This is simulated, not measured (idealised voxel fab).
Process module in this document: voxel spacer lines
Pictured: cross-section cut, 245 nm wide, on a grid of 5 nm square cells.
The cross-sections in this document take the form of a grid made of square cells. They are written out as bands, in order from top to bottom. Each band consists of one or more rows of cells.
A band entry consists of two parts. The first gives the height of the band's top and the height of its bottom, in nm. The rest lists the band's materials from left to right, each with its width in nm. A single material labelled with the word "full width" fills the band from edge to edge, and the word "empty" marks empty space.
Height 0 is the level under which the wafer as received is all one material. The lowest band goes on downwards, as in "top 0, no bottom".
A width given as "30..40" starts at the first number in the band's top row and ends at the second number in its bottom row, shifting by an equal amount at every step from row to row.
Step marked "nothing altered"? Then no cell in the cross-section changed in it.
"Sealed internal voids" means: voids of 8 cells or more that are shut off from the top with no open way through. Written width x height at distance, distance from the left edge, in nm.
Whatever follows a step's settings on its line is a remark the simulator itself makes about that step.
You can add "overlay nm" to a step's line. For a step with a mask, it describes how far the mask lay to the right of its planned position, and a negative number describes a lay to the left.
Everything after this point is organized in pairs: a cross-section before one process step, a cross-section after it that shows only as deep as the lowest changed band, and, under the pair, the intervening step with its settings. Because different runs of this module on the same starting wafer can supply different pairs, a pair continues from the pair above it only if its entry headed "Ahead of processing" says so.

[Ahead of processing]
  top 0, no bottom = Si full width
  Sealed internal voids: none

[Resulting Cross-Section]
  top 5, bottom 0 = Al2O3 full width
  Nothing below the height 0 has changed.
  Sealed internal voids: none
Step linking the sections shown: CONFORMAL_DEP,material Al2O3,thk nm 5

Ahead of processing: no separate figure, the pair right above already shows it after its step.

[Resulting Cross-Section]
  top 15, bottom 5 = TiN full width
  Nothing below the height 5 has changed.
  Sealed internal voids: none
Step linking the sections shown: DIRECTIONAL_DEP,material TiN,thk nm 10

Ahead of processing: no separate figure, the pair right above already shows it after its step.

[Resulting Cross-Section]
  top 40, bottom 15 = aC full width
  Nothing below the height 15 has changed.
  Sealed internal voids: none
Step linking the sections shown: DIRECTIONAL_DEP,material aC,thk nm 25

Ahead of processing: no separate figure, the pair right above already shows it after its step.

[Resulting Cross-Section]
  top 70, bottom 40 = 80 of empty, then 20 of resist, then 40 of empty, then 20 of resist, then 85 of empty
  Nothing below the height 40 has changed.
  Sealed internal voids: none
Step linking the sections shown: PATTERN,tone cover,mask id MANDREL,material resist,width nm 20,pitch nm 60,thk nm 30,overlay nm 0

Ahead of processing: no separate figure, the pair right above already shows it after its step.

[Resulting Cross-Section]
  top 45, bottom 40 = 80 of empty, then 20 of resist, then 40 of empty, then 20 of resist, then 85 of empty
  top 40, bottom 15 = 80 of empty, then 20 of aC, then 40 of empty, then 20 of aC, then 85 of empty
  Nothing below the height 15 has changed.
  Sealed internal voids: none
Step linking the sections shown: DIRECTIONAL_ETCH,etch materials aC,depth nm 25

Ahead of processing: no separate figure, the pair right above already shows it after its step.

[Resulting Cross-Section]
  top 40, bottom 15 = 80 of empty, then 20 of aC, then 40 of empty, then 20 of aC, then 85 of empty
  Nothing below the height 15 has changed.
  Sealed internal voids: none
Step linking the sections shown: STRIP,etch materials resist

Ahead of processing: no separate figure, the pair right above already shows it after its step.

[Resulting Cross-Section]
  top 50, bottom 40 = 70 of empty, then 40 of SiO2, then 20 of empty, then 40 of SiO2, then 75 of empty
  top 40, bottom 25 = 70 of empty, then 10 of SiO2, then 20 of aC, then 10 of SiO2, then 20 of empty, then 10 of SiO2, then 20 of aC, then 10 of SiO2, then 75 of empty
  top 25, bottom 15 = 80 of SiO2, then 20 of aC, then 40 of SiO2, then 20 of aC, then 85 of SiO2
  Nothing below the height 15 has changed.
  Sealed internal voids: none
Step linking the sections shown: CONFORMAL_DEP,material SiO2,thk nm 10

Ahead of processing: no separate figure, the pair right above already shows it after its step.

[Resulting Cross-Section]
  top 40, bottom 15 = 70 of empty, then 10 of SiO2, then 20 of aC, then 10 of SiO2, then 20 of empty, then 10 of SiO2, then 20 of aC, then 10 of SiO2, then 75 of empty
  Nothing below the height 15 has changed.
  Sealed internal voids: none
Step linking the sections shown: DIRECTIONAL_ETCH,etch materials SiO2,depth nm 10

Ahead of processing: no separate figure, the pair right above already shows it after its step.

[Resulting Cross-Section]
  top 40, bottom 15 = 70 of empty, then 10 of SiO2, then 20 of empty, then 10 of SiO2, then 20 of empty, then 10 of SiO2, then 20 of empty, then 10 of SiO2, then 75 of empty
  Nothing below the height 15 has changed.
  Sealed internal voids: none
Step linking the sections shown: STRIP,etch materials aC

Ahead of processing: no separate figure, the pair right above already shows it after its step.

[Resulting Cross-Section]
  top 40, bottom 15 = 70 of empty, then 10 of SiO2, then 20 of empty, then 10 of SiO2, then 20 of empty, then 10 of SiO2, then 20 of empty, then 10 of SiO2, then 75 of empty
  top 15, bottom 5 = 70 of empty, then 10 of TiN, then 20 of empty, then 10 of TiN, then 20 of empty, then 10 of TiN, then 20 of empty, then 10 of TiN, then 75 of empty
  Nothing below the height 5 has changed.
  Sealed internal voids: none
Step linking the sections shown: DIRECTIONAL_ETCH,etch materials TiN,depth nm 10

Ahead of processing: no separate figure, the pair right above already shows it after its step.

[Resulting Cross-Section]
  top 15, bottom 5 = 70 of empty, then 10 of TiN, then 20 of empty, then 10 of TiN, then 20 of empty, then 10 of TiN, then 20 of empty, then 10 of TiN, then 75 of empty
  Nothing below the height 5 has changed.
  Sealed internal voids: none
Step linking the sections shown: STRIP,etch materials SiO2

Ahead of processing: no separate figure, the pair right above already shows it after its step.

[Resulting Cross-Section]
  top 20, bottom 15 = lowk full width
  top 15, bottom 5 = 70 of lowk, then 10 of TiN, then 20 of lowk, then 10 of TiN, then 20 of lowk, then 10 of TiN, then 20 of lowk, then 10 of TiN, then 75 of lowk
  Nothing below the height 5 has changed.
  Sealed internal voids: none
Step linking the sections shown: FILL_DEP,material lowk,thk nm 5

Ahead of processing: no separate figure, the pair right above already shows it after its step.

[Resulting Cross-Section]
  top 15, bottom 5 = 70 of lowk, then 10 of TiN, then 20 of lowk, then 10 of TiN, then 20 of lowk, then 10 of TiN, then 20 of lowk, then 10 of TiN, then 75 of lowk
  Nothing below the height 5 has changed.
  Sealed internal voids: none
Step linking the sections shown: CMP,height nm 15

[Ahead of processing]
  top 0, no bottom = Si full width
  Sealed internal voids: none

[Resulting Cross-Section]
  top 10, bottom 0 = TiN full width
  Nothing below the height 0 has changed.
  Sealed internal voids: none
Step linking the sections shown: DIRECTIONAL_DEP,material TiN,thk nm 10

Ahead of processing: no separate figure, the pair right above already shows it after its step.

[Resulting Cross-Section]
  top 35, bottom 10 = aC full width
  Nothing below the height 10 has changed.
  Sealed internal voids: none
Step linking the sections shown: DIRECTIONAL_DEP,material aC,thk nm 25

Ahead of processing: no separate figure, the pair right above already shows it after its step.

[Resulting Cross-Section]
  top 65, bottom 35 = 80 of empty, then 20 of resist, then 40 of empty, then 20 of resist, then 85 of empty
  Nothing below the height 35 has changed.
  Sealed internal voids: none
Step linking the sections shown: PATTERN,tone cover,mask id MANDREL,material resist,width nm 20,pitch nm 60,thk nm 30,overlay nm 0

Ahead of processing: no separate figure, the pair right above already shows it after its step.

[Resulting Cross-Section]
  top 40, bottom 35 = 80 of empty, then 20 of resist, then 40 of empty, then 20 of resist, then 85 of empty
  top 35, bottom 10 = 80 of empty, then 20 of aC, then 40 of empty, then 20 of aC, then 85 of empty
  Nothing below the height 10 has changed.
  Sealed internal voids: none
Step linking the sections shown: DIRECTIONAL_ETCH,etch materials aC,depth nm 25

Ahead of processing: no separate figure, the pair right above already shows it after its step.

[Resulting Cross-Section]
  top 35, bottom 10 = 80 of empty, then 20 of aC, then 40 of empty, then 20 of aC, then 85 of empty
  Nothing below the height 10 has changed.
  Sealed internal voids: none
Step linking the sections shown: STRIP,etch materials resist

Ahead of processing: no separate figure, the pair right above already shows it after its step.

[Resulting Cross-Section]
  top 45, bottom 35 = 70 of empty, then 40 of SiO2, then 20 of empty, then 40 of SiO2, then 75 of empty
  top 35, bottom 20 = 70 of empty, then 10 of SiO2, then 20 of aC, then 10 of SiO2, then 20 of empty, then 10 of SiO2, then 20 of aC, then 10 of SiO2, then 75 of empty
  top 20, bottom 10 = 80 of SiO2, then 20 of aC, then 40 of SiO2, then 20 of aC, then 85 of SiO2
  Nothing below the height 10 has changed.
  Sealed internal voids: none
Step linking the sections shown: CONFORMAL_DEP,material SiO2,thk nm 10

Ahead of processing: no separate figure, the pair right above already shows it after its step.

[Resulting Cross-Section]
  top 35, bottom 10 = 70 of empty, then 10 of SiO2, then 20 of aC, then 10 of SiO2, then 20 of empty, then 10 of SiO2, then 20 of aC, then 10 of SiO2, then 75 of empty
  Nothing below the height 10 has changed.
  Sealed internal voids: none
Step linking the sections shown: DIRECTIONAL_ETCH,etch materials SiO2,depth nm 10

Ahead of processing: no separate figure, the pair right above already shows it after its step.

[Resulting Cross-Section]
  top 35, bottom 10 = 70 of empty, then 10 of SiO2, then 20 of empty, then 10 of SiO2, then 20 of empty, then 10 of SiO2, then 20 of empty, then 10 of SiO2, then 75 of empty
  Nothing below the height 10 has changed.
  Sealed internal voids: none
Step linking the sections shown: STRIP,etch materials aC

Ahead of processing: no separate figure, the pair right above already shows it after its step.

[Resulting Cross-Section]
  top 35, bottom 10 = 70 of empty, then 10 of SiO2, then 20 of empty, then 10 of SiO2, then 20 of empty, then 10 of SiO2, then 20 of empty, then 10 of SiO2, then 75 of empty
  top 10, bottom 0 = 70 of empty, then 10 of TiN, then 20 of empty, then 10 of TiN, then 20 of empty, then 10 of TiN, then 20 of empty, then 10 of TiN, then 75 of empty
  Nothing below the height 0 has changed.
  Sealed internal voids: none
Step linking the sections shown: DIRECTIONAL_ETCH,etch materials TiN,depth nm 10

Ahead of processing: no separate figure, the pair right above already shows it after its step.

[Resulting Cross-Section]
  top 10, bottom 0 = 70 of empty, then 10 of TiN, then 20 of empty, then 10 of TiN, then 20 of empty, then 10 of TiN, then 20 of empty, then 10 of TiN, then 75 of empty
  Nothing below the height 0 has changed.
  Sealed internal voids: none
Step linking the sections shown: STRIP,etch materials SiO2

Ahead of processing: no separate figure, the pair right above already shows it after its step.

[Resulting Cross-Section]
  top 15, bottom 10 = lowk full width
  top 10, bottom 0 = 70 of lowk, then 10 of TiN, then 20 of lowk, then 10 of TiN, then 20 of lowk, then 10 of TiN, then 20 of lowk, then 10 of TiN, then 75 of lowk
  Nothing below the height 0 has changed.
  Sealed internal voids: none
Step linking the sections shown: FILL_DEP,material lowk,thk nm 5

[Ahead of processing]
  top 45, bottom 40 = 80 of empty, then 20 of resist, then 40 of empty, then 20 of resist, then 85 of empty
  top 40, bottom 15 = 80 of empty, then 20 of aC, then 40 of empty, then 20 of aC, then 85 of empty
  top 15, bottom 5 = TiN full width
  top 5, bottom 0 = Al2O3 full width
  top 0, no bottom = Si full width
  Sealed internal voids: none

[Resulting Cross-Section]
  top 20, bottom 15 = 80 of empty, then 20 of aC, then 40 of empty, then 20 of aC, then 85 of empty
  Nothing below the height 15 has changed.
  Sealed internal voids: none
Step linking the sections shown: DIRECTIONAL_ETCH,etch materials aC,depth nm 25

Ahead of processing: no separate figure, the pair right above already shows it after its step.

[Resulting Cross-Section]
  top 30, bottom 25 = 70 of empty, then 40 of SiO2, then 20 of empty, then 40 of SiO2, then 75 of empty
  top 25, bottom 20 = SiO2 full width
  top 20, bottom 15 = 80 of SiO2, then 20 of aC, then 40 of SiO2, then 20 of aC, then 85 of SiO2
  Nothing below the height 15 has changed.
  Sealed internal voids: none
Step linking the sections shown: CONFORMAL_DEP,material SiO2,thk nm 10

Ahead of processing: no separate figure, the pair right above already shows it after its step.

[Resulting Cross-Section]
  top 20, bottom 15 = 70 of empty, then 10 of SiO2, then 20 of aC, then 10 of SiO2, then 20 of empty, then 10 of SiO2, then 20 of aC, then 10 of SiO2, then 75 of empty
  Nothing below the height 15 has changed.
  Sealed internal voids: none
Step linking the sections shown: DIRECTIONAL_ETCH,etch materials SiO2,depth nm 10

Ahead of processing: no separate figure, the pair right above already shows it after its step.

[Resulting Cross-Section]
  top 20, bottom 15 = 70 of empty, then 10 of SiO2, then 20 of empty, then 10 of SiO2, then 20 of empty, then 10 of SiO2, then 20 of empty, then 10 of SiO2, then 75 of empty
  Nothing below the height 15 has changed.
  Sealed internal voids: none
Step linking the sections shown: STRIP,etch materials aC

Ahead of processing: no separate figure, the pair right above already shows it after its step.

[Resulting Cross-Section]
  top 20, bottom 15 = 70 of empty, then 10 of SiO2, then 20 of empty, then 10 of SiO2, then 20 of empty, then 10 of SiO2, then 20 of empty, then 10 of SiO2, then 75 of empty
  top 15, bottom 5 = 70 of empty, then 10 of TiN, then 20 of empty, then 10 of TiN, then 20 of empty, then 10 of TiN, then 20 of empty, then 10 of TiN, then 75 of empty
  Nothing below the height 5 has changed.
  Sealed internal voids: none
Step linking the sections shown: DIRECTIONAL_ETCH,etch materials TiN,depth nm 10

Ahead of processing: no separate figure, the pair right above already shows it after its step.

[Resulting Cross-Section]
  top 15, bottom 5 = 70 of empty, then 10 of TiN, then 20 of empty, then 10 of TiN, then 20 of empty, then 10 of TiN, then 20 of empty, then 10 of TiN, then 75 of empty
  Nothing below the height 5 has changed.
  Sealed internal voids: none
Step linking the sections shown: STRIP,etch materials SiO2

[Ahead of processing]
  top 5, bottom 0 = Al2O3 full width
  top 0, no bottom = Si full width
  Sealed internal voids: none

[Resulting Cross-Section]
  top 30, bottom 5 = aC full width
  Nothing below the height 5 has changed.
  Sealed internal voids: none
Step linking the sections shown: DIRECTIONAL_DEP,material aC,thk nm 25

Ahead of processing: no separate figure, the pair right above already shows it after its step.

[Resulting Cross-Section]
  top 40, bottom 30 = TiN full width
  Nothing below the height 30 has changed.
  Sealed internal voids: none
Step linking the sections shown: DIRECTIONAL_DEP,material TiN,thk nm 10

Ahead of processing: no separate figure, the pair right above already shows it after its step.

[Resulting Cross-Section]
  top 70, bottom 40 = 80 of empty, then 20 of resist, then 40 of empty, then 20 of resist, then 85 of empty
  Nothing below the height 40 has changed.
  Sealed internal voids: none
Step linking the sections shown: PATTERN,tone cover,mask id MANDREL,material resist,width nm 20,pitch nm 60,thk nm 30,overlay nm 0

Ahead of processing: no separate figure, the pair right above already shows it after its step.

[Resulting Cross-Section]
  top 45, bottom 40 = 80 of empty, then 20 of resist, then 40 of empty, then 20 of resist, then 85 of empty
  Nothing below the height 40 has changed.
  Sealed internal voids: none
Step linking the sections shown: DIRECTIONAL_ETCH,etch materials aC,depth nm 25

Ahead of processing: no separate figure, the pair right above already shows it after its step.

[Resulting Cross-Section]
  top 40, bottom 30 = TiN full width
  Nothing below the height 30 has changed.
  Sealed internal voids: none
Step linking the sections shown: STRIP,etch materials resist

Ahead of processing: no separate figure, the pair right above already shows it after its step.

[Resulting Cross-Section]
  top 50, bottom 40 = SiO2 full width
  Nothing below the height 40 has changed.
  Sealed internal voids: none
Step linking the sections shown: CONFORMAL_DEP,material SiO2,thk nm 10

Ahead of processing: no separate figure, the pair right above already shows it after its step.

[Resulting Cross-Section]
  top 40, bottom 30 = TiN full width
  Nothing below the height 30 has changed.
  Sealed internal voids: none
Step linking the sections shown: DIRECTIONAL_ETCH,etch materials SiO2,depth nm 10

Ahead of processing: no separate figure, the pair right above already shows it after its step.

[Resulting Cross-Section]
  top 30, bottom 5 = aC full width
  Nothing below the height 5 has changed.
  Sealed internal voids: none
Step linking the sections shown: DIRECTIONAL_ETCH,etch materials TiN,depth nm 10

Ahead of processing: no separate figure, the pair right above already shows it after its step.

[Resulting Cross-Section]
  top 35, bottom 30 = lowk full width
  Nothing below the height 30 has changed.
  Sealed internal voids: none
Step linking the sections shown: FILL_DEP,material lowk,thk nm 5

Ahead of processing: no separate figure, the pair right above already shows it after its step.

[Resulting Cross-Section]
  top 15, bottom 5 = aC full width
  Nothing below the height 5 has changed.
  Sealed internal voids: none
Step linking the sections shown: CMP,height nm 15

[Ahead of processing]
  top 20, bottom 15 = lowk full width
  top 15, bottom 5 = 70 of lowk, then 10 of TiN, then 20 of lowk, then 10 of TiN, then 20 of lowk, then 10 of TiN, then 20 of lowk, then 10 of TiN, then 75 of lowk
  top 5, bottom 0 = Al2O3 full width
  top 0, no bottom = Si full width
  Sealed internal voids: none

[Resulting Cross-Section]
  top 10, bottom 5 = 70 of lowk, then 10 of TiN, then 20 of lowk, then 10 of TiN, then 20 of lowk, then 10 of TiN, then 20 of lowk, then 10 of TiN, then 75 of lowk
  Nothing below the height 5 has changed.
  Sealed internal voids: none
Step linking the sections shown: CMP,height nm 10

[Ahead of processing]
  top 40, bottom 15 = aC full width
  top 15, bottom 5 = TiN full width
  top 5, bottom 0 = Al2O3 full width
  top 0, no bottom = Si full width
  Sealed internal voids: none

[Resulting Cross-Section]
  top 70, bottom 40 = 85 of empty, then 15 of resist, then 45 of empty, then 15 of resist, then 85 of empty
  Nothing below the height 40 has changed.
  Sealed internal voids: none
Step linking the sections shown: PATTERN,tone cover,mask id MANDREL,material resist,width nm 15,pitch nm 60,thk nm 30,overlay nm 0

Ahead of processing: no separate figure, the pair right above already shows it after its step.

[Resulting Cross-Section]
  top 45, bottom 40 = 85 of empty, then 15 of resist, then 45 of empty, then 15 of resist, then 85 of empty
  top 40, bottom 15 = 85 of empty, then 15 of aC, then 45 of empty, then 15 of aC, then 85 of empty
  Nothing below the height 15 has changed.
  Sealed internal voids: none
Step linking the sections shown: DIRECTIONAL_ETCH,etch materials aC,depth nm 25

Ahead of processing: no separate figure, the pair right above already shows it after its step.

[Resulting Cross-Section]
  top 40, bottom 15 = 85 of empty, then 15 of aC, then 45 of empty, then 15 of aC, then 85 of empty
  Nothing below the height 15 has changed.
  Sealed internal voids: none
Step linking the sections shown: STRIP,etch materials resist

Ahead of processing: no separate figure, the pair right above already shows it after its step.

[Resulting Cross-Section]
  top 50, bottom 40 = 75 of empty, then 35 of SiO2, then 25 of empty, then 35 of SiO2, then 75 of empty
  top 40, bottom 25 = 75 of empty, then 10 of SiO2, then 15 of aC, then 10 of SiO2, then 25 of empty, then 10 of SiO2, then 15 of aC, then 10 of SiO2, then 75 of empty
  top 25, bottom 15 = 85 of SiO2, then 15 of aC, then 45 of SiO2, then 15 of aC, then 85 of SiO2
  Nothing below the height 15 has changed.
  Sealed internal voids: none
Step linking the sections shown: CONFORMAL_DEP,material SiO2,thk nm 10

Ahead of processing: no separate figure, the pair right above already shows it after its step.

[Resulting Cross-Section]
  top 40, bottom 15 = 75 of empty, then 10 of SiO2, then 15 of aC, then 10 of SiO2, then 25 of empty, then 10 of SiO2, then 15 of aC, then 10 of SiO2, then 75 of empty
  Nothing below the height 15 has changed.
  Sealed internal voids: none
Step linking the sections shown: DIRECTIONAL_ETCH,etch materials SiO2,depth nm 10

Ahead of processing: no separate figure, the pair right above already shows it after its step.

[Resulting Cross-Section]
  top 40, bottom 15 = 75 of empty, then 10 of SiO2, then 15 of empty, then 10 of SiO2, then 25 of empty, then 10 of SiO2, then 15 of empty, then 10 of SiO2, then 75 of empty
  Nothing below the height 15 has changed.
  Sealed internal voids: none
Step linking the sections shown: STRIP,etch materials aC

Ahead of processing: no separate figure, the pair right above already shows it after its step.

[Resulting Cross-Section]
  top 40, bottom 15 = 75 of empty, then 10 of SiO2, then 15 of empty, then 10 of SiO2, then 25 of empty, then 10 of SiO2, then 15 of empty, then 10 of SiO2, then 75 of empty
  top 15, bottom 5 = 75 of empty, then 10 of TiN, then 15 of empty, then 10 of TiN, then 25 of empty, then 10 of TiN, then 15 of empty, then 10 of TiN, then 75 of empty
  Nothing below the height 5 has changed.
  Sealed internal voids: none
Step linking the sections shown: DIRECTIONAL_ETCH,etch materials TiN,depth nm 10

Ahead of processing: no separate figure, the pair right above already shows it after its step.

[Resulting Cross-Section]
  top 15, bottom 5 = 75 of empty, then 10 of TiN, then 15 of empty, then 10 of TiN, then 25 of empty, then 10 of TiN, then 15 of empty, then 10 of TiN, then 75 of empty
  Nothing below the height 5 has changed.
  Sealed internal voids: none
Step linking the sections shown: STRIP,etch materials SiO2

Ahead of processing: no separate figure, the pair right above already shows it after its step.

[Resulting Cross-Section]
  top 20, bottom 15 = lowk full width
  top 15, bottom 5 = 75 of lowk, then 10 of TiN, then 15 of lowk, then 10 of TiN, then 25 of lowk, then 10 of TiN, then 15 of lowk, then 10 of TiN, then 75 of lowk
  Nothing below the height 5 has changed.
  Sealed internal voids: none
Step linking the sections shown: FILL_DEP,material lowk,thk nm 5

Ahead of processing: no separate figure, the pair right above already shows it after its step.

[Resulting Cross-Section]
  top 15, bottom 5 = 75 of lowk, then 10 of TiN, then 15 of lowk, then 10 of TiN, then 25 of lowk, then 10 of TiN, then 15 of lowk, then 10 of TiN, then 75 of lowk
  Nothing below the height 5 has changed.
  Sealed internal voids: none
Step linking the sections shown: CMP,height nm 15

[Ahead of processing]
  top 40, bottom 15 = aC full width
  top 15, bottom 5 = TiN full width
  top 5, bottom 0 = Al2O3 full width
  top 0, no bottom = Si full width
  Sealed internal voids: none

[Resulting Cross-Section]
  top 70, bottom 40 = 70 of empty, then 20 of resist, then 40 of empty, then 20 of resist, then 95 of empty
  Nothing below the height 40 has changed.
  Sealed internal voids: none
Step linking the sections shown: PATTERN,tone cover,mask id MANDREL,material resist,width nm 20,pitch nm 60,thk nm 30,overlay nm -10

Ahead of processing: no separate figure, the pair right above already shows it after its step.

[Resulting Cross-Section]
  top 45, bottom 40 = 70 of empty, then 20 of resist, then 40 of empty, then 20 of resist, then 95 of empty
  top 40, bottom 15 = 70 of empty, then 20 of aC, then 40 of empty, then 20 of aC, then 95 of empty
  Nothing below the height 15 has changed.
  Sealed internal voids: none
Step linking the sections shown: DIRECTIONAL_ETCH,etch materials aC,depth nm 25

Ahead of processing: no separate figure, the pair right above already shows it after its step.

[Resulting Cross-Section]
  top 40, bottom 15 = 70 of empty, then 20 of aC, then 40 of empty, then 20 of aC, then 95 of empty
  Nothing below the height 15 has changed.
  Sealed internal voids: none
Step linking the sections shown: STRIP,etch materials resist

Ahead of processing: no separate figure, the pair right above already shows it after its step.

[Resulting Cross-Section]
  top 50, bottom 40 = 60 of empty, then 40 of SiO2, then 20 of empty, then 40 of SiO2, then 85 of empty
  top 40, bottom 25 = 60 of empty, then 10 of SiO2, then 20 of aC, then 10 of SiO2, then 20 of empty, then 10 of SiO2, then 20 of aC, then 10 of SiO2, then 85 of empty
  top 25, bottom 15 = 70 of SiO2, then 20 of aC, then 40 of SiO2, then 20 of aC, then 95 of SiO2
  Nothing below the height 15 has changed.
  Sealed internal voids: none
Step linking the sections shown: CONFORMAL_DEP,material SiO2,thk nm 10

Ahead of processing: no separate figure, the pair right above already shows it after its step.

[Resulting Cross-Section]
  top 40, bottom 15 = 60 of empty, then 10 of SiO2, then 20 of aC, then 10 of SiO2, then 20 of empty, then 10 of SiO2, then 20 of aC, then 10 of SiO2, then 85 of empty
  Nothing below the height 15 has changed.
  Sealed internal voids: none
Step linking the sections shown: DIRECTIONAL_ETCH,etch materials SiO2,depth nm 10

Ahead of processing: no separate figure, the pair right above already shows it after its step.

[Resulting Cross-Section]
  top 40, bottom 15 = 60 of empty, then 10 of SiO2, then 20 of empty, then 10 of SiO2, then 20 of empty, then 10 of SiO2, then 20 of empty, then 10 of SiO2, then 85 of empty
  Nothing below the height 15 has changed.
  Sealed internal voids: none
Step linking the sections shown: STRIP,etch materials aC

Ahead of processing: no separate figure, the pair right above already shows it after its step.

[Resulting Cross-Section]
  top 40, bottom 15 = 60 of empty, then 10 of SiO2, then 20 of empty, then 10 of SiO2, then 20 of empty, then 10 of SiO2, then 20 of empty, then 10 of SiO2, then 85 of empty
  top 15, bottom 5 = 60 of empty, then 10 of TiN, then 20 of empty, then 10 of TiN, then 20 of empty, then 10 of TiN, then 20 of empty, then 10 of TiN, then 85 of empty
  Nothing below the height 5 has changed.
  Sealed internal voids: none
Step linking the sections shown: DIRECTIONAL_ETCH,etch materials TiN,depth nm 10

Ahead of processing: no separate figure, the pair right above already shows it after its step.

[Resulting Cross-Section]
  top 15, bottom 5 = 60 of empty, then 10 of TiN, then 20 of empty, then 10 of TiN, then 20 of empty, then 10 of TiN, then 20 of empty, then 10 of TiN, then 85 of empty
  Nothing below the height 5 has changed.
  Sealed internal voids: none
Step linking the sections shown: STRIP,etch materials SiO2

Ahead of processing: no separate figure, the pair right above already shows it after its step.

[Resulting Cross-Section]
  top 20, bottom 15 = lowk full width
  top 15, bottom 5 = 60 of lowk, then 10 of TiN, then 20 of lowk, then 10 of TiN, then 20 of lowk, then 10 of TiN, then 20 of lowk, then 10 of TiN, then 85 of lowk
  Nothing below the height 5 has changed.
  Sealed internal voids: none
Step linking the sections shown: FILL_DEP,material lowk,thk nm 5

Ahead of processing: no separate figure, the pair right above already shows it after its step.

[Resulting Cross-Section]
  top 15, bottom 5 = 60 of lowk, then 10 of TiN, then 20 of lowk, then 10 of TiN, then 20 of lowk, then 10 of TiN, then 20 of lowk, then 10 of TiN, then 85 of lowk
  Nothing below the height 5 has changed.
  Sealed internal voids: none
Step linking the sections shown: CMP,height nm 15

[Ahead of processing]
  top 0, no bottom = Si full width
  Sealed internal voids: none

[Resulting Cross-Section]
  top 5, bottom 0 = TiN full width
  Nothing below the height 0 has changed.
  Sealed internal voids: none
Step linking the sections shown: CONFORMAL_DEP,material TiN,thk nm 5

Ahead of processing: no separate figure, the pair right above already shows it after its step.

[Resulting Cross-Section]
  top 15, bottom 0 = TiN full width
  Nothing below the height 0 has changed.
  Sealed internal voids: none
Step linking the sections shown: DIRECTIONAL_DEP,material TiN,thk nm 10

Ahead of processing: no separate figure, the pair right above already shows it after its step.

[Resulting Cross-Section]
  top 40, bottom 15 = aC full width
  Nothing below the height 15 has changed.
  Sealed internal voids: none
Step linking the sections shown: DIRECTIONAL_DEP,material aC,thk nm 25

Ahead of processing: no separate figure, the pair right above already shows it after its step.

[Resulting Cross-Section]
  top 70, bottom 40 = 80 of empty, then 20 of resist, then 40 of empty, then 20 of resist, then 85 of empty
  Nothing below the height 40 has changed.
  Sealed internal voids: none
Step linking the sections shown: PATTERN,tone cover,mask id MANDREL,material resist,width nm 20,pitch nm 60,thk nm 30,overlay nm 0

Ahead of processing: no separate figure, the pair right above already shows it after its step.

[Resulting Cross-Section]
  top 45, bottom 40 = 80 of empty, then 20 of resist, then 40 of empty, then 20 of resist, then 85 of empty
  top 40, bottom 15 = 80 of empty, then 20 of aC, then 40 of empty, then 20 of aC, then 85 of empty
  Nothing below the height 15 has changed.
  Sealed internal voids: none
Step linking the sections shown: DIRECTIONAL_ETCH,etch materials aC,depth nm 25

Ahead of processing: no separate figure, the pair right above already shows it after its step.

[Resulting Cross-Section]
  top 40, bottom 15 = 80 of empty, then 20 of aC, then 40 of empty, then 20 of aC, then 85 of empty
  Nothing below the height 15 has changed.
  Sealed internal voids: none
Step linking the sections shown: STRIP,etch materials resist

Ahead of processing: no separate figure, the pair right above already shows it after its step.

[Resulting Cross-Section]
  top 50, bottom 40 = 70 of empty, then 40 of SiO2, then 20 of empty, then 40 of SiO2, then 75 of empty
  top 40, bottom 25 = 70 of empty, then 10 of SiO2, then 20 of aC, then 10 of SiO2, then 20 of empty, then 10 of SiO2, then 20 of aC, then 10 of SiO2, then 75 of empty
  top 25, bottom 15 = 80 of SiO2, then 20 of aC, then 40 of SiO2, then 20 of aC, then 85 of SiO2
  Nothing below the height 15 has changed.
  Sealed internal voids: none
Step linking the sections shown: CONFORMAL_DEP,material SiO2,thk nm 10

Ahead of processing: no separate figure, the pair right above already shows it after its step.

[Resulting Cross-Section]
  top 40, bottom 15 = 70 of empty, then 10 of SiO2, then 20 of aC, then 10 of SiO2, then 20 of empty, then 10 of SiO2, then 20 of aC, then 10 of SiO2, then 75 of empty
  Nothing below the height 15 has changed.
  Sealed internal voids: none
Step linking the sections shown: DIRECTIONAL_ETCH,etch materials SiO2,depth nm 10

Ahead of processing: no separate figure, the pair right above already shows it after its step.

[Resulting Cross-Section]
  top 40, bottom 15 = 70 of empty, then 10 of SiO2, then 20 of empty, then 10 of SiO2, then 20 of empty, then 10 of SiO2, then 20 of empty, then 10 of SiO2, then 75 of empty
  Nothing below the height 15 has changed.
  Sealed internal voids: none
Step linking the sections shown: STRIP,etch materials aC

Ahead of processing: no separate figure, the pair right above already shows it after its step.

[Resulting Cross-Section]
  top 40, bottom 15 = 70 of empty, then 10 of SiO2, then 20 of empty, then 10 of SiO2, then 20 of empty, then 10 of SiO2, then 20 of empty, then 10 of SiO2, then 75 of empty
  top 15, bottom 5 = 70 of empty, then 10 of TiN, then 20 of empty, then 10 of TiN, then 20 of empty, then 10 of TiN, then 20 of empty, then 10 of TiN, then 75 of empty
  Nothing below the height 5 has changed.
  Sealed internal voids: none
Step linking the sections shown: DIRECTIONAL_ETCH,etch materials TiN,depth nm 10

Ahead of processing: no separate figure, the pair right above already shows it after its step.

[Resulting Cross-Section]
  top 15, bottom 5 = 70 of empty, then 10 of TiN, then 20 of empty, then 10 of TiN, then 20 of empty, then 10 of TiN, then 20 of empty, then 10 of TiN, then 75 of empty
  Nothing below the height 5 has changed.
  Sealed internal voids: none
Step linking the sections shown: STRIP,etch materials SiO2

Ahead of processing: no separate figure, the pair right above already shows it after its step.

[Resulting Cross-Section]
  top 20, bottom 15 = lowk full width
  top 15, bottom 5 = 70 of lowk, then 10 of TiN, then 20 of lowk, then 10 of TiN, then 20 of lowk, then 10 of TiN, then 20 of lowk, then 10 of TiN, then 75 of lowk
  Nothing below the height 5 has changed.
  Sealed internal voids: none
Step linking the sections shown: FILL_DEP,material lowk,thk nm 5

Ahead of processing: no separate figure, the pair right above already shows it after its step.

[Resulting Cross-Section]
  top 15, bottom 5 = 70 of lowk, then 10 of TiN, then 20 of lowk, then 10 of TiN, then 20 of lowk, then 10 of TiN, then 20 of lowk, then 10 of TiN, then 75 of lowk
  Nothing below the height 5 has changed.
  Sealed internal voids: none
Step linking the sections shown: CMP,height nm 15
